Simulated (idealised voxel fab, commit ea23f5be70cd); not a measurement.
Proc. module: voxel air gaps
Square cell edge 5 nm, section width 285 nm, ID cut.
For the purposes of this document, a cross-section shall be understood as a grid of square cells, specified as bands listed in top-to-bottom order, each band consisting of one or more rows of cells.
It is stipulated that each band's entry specify, in nanometres, the height of the top of the band and then that of its bottom, followed by the materials of the band in left-to-right sequence, each together with its width in nanometres. A single material marked by the word "throughout" is understood to fill the band from edge to edge; the word "empty" is understood to denote empty space.
Height datum 0, below which the as-received substrate wafer is one material. Lowest band open at the bottom, running downward: "from 0 down".
With a width like "30->40", each row of cells in the band differs from the next by the same amount, the top row carrying the first number and the bottom row the second.
It should be understood that the words "no alteration", when stated for a given step, signify that the cross-section underwent no change in any of its cells during that step.
Any empty space of 8 cells or more lacking an open way to the top shows up in "Sealed internal voids" as width x height at distance, distance from the left edge, in nm.
That trailing text on a step's line, after the settings, is the simulator's own remark on the step.
On any step carrying a mask, the "overlay nm" setting, if present on the step's line, tells how far right of its planned place the mask lay; negative values point to the left.

# Steps planned for the process
1: op RECEIVE | material Si
2: op CONFORMAL_DEP | material SiO2 | thk nm 10
3: op CONFORMAL_DEP | material SiCN | thk nm 5
4: op DIRECTIONAL_DEP | material SiO2 | thk nm 40
5: op MASKED_ETCH | tone open | mask id LINES | width nm 25 | pitch nm 50 | etch materials SiO2 | depth nm 40 | overlay nm 0
6: op CONFORMAL_DEP | material TiN | thk nm 5
7: op FILL_DEP | material W | thk nm 10
8: op CMP | height nm 55
9: op EPI | material Ru | thk nm 10
10: op SELECTIVE_ETCH | etch materials SiO2 | depth nm 50
11: op CONFORMAL_DEP | material SiCN | thk nm 5

# Step 1 complete: cross-section of the wafer as received
> from 0 down: Si throughout
> Sealed internal voids: none

# One mistake in running the module, otherwise start and plan as above: cross-section at the end
> from 70 to 65: SiCN throughout
> from 65 to 55: Ru throughout
> from 55 to 50: TiN (85) | W (15) | TiN (35) | W (15) | TiN (35) | W (15) | TiN (85)
> from 50 to 15: SiO2 (80) | TiN (5) | W (15) | TiN (5) | SiO2 (25) | TiN (5) | W (15) | TiN (5) | SiO2 (25) | TiN (5) | W (15) | TiN (5) | SiO2 (80)
> from 15 to 10: SiO2 (80) | TiN (25) | SiO2 (25) | TiN (25) | SiO2 (25) | TiN (25) | SiO2 (80)
> from 10 to 0: SiO2 throughout
> from 0 down: Si throughout
> Sealed internal voids: none
Short version of what went wrong: step 3 of the plan: omitted, not performed
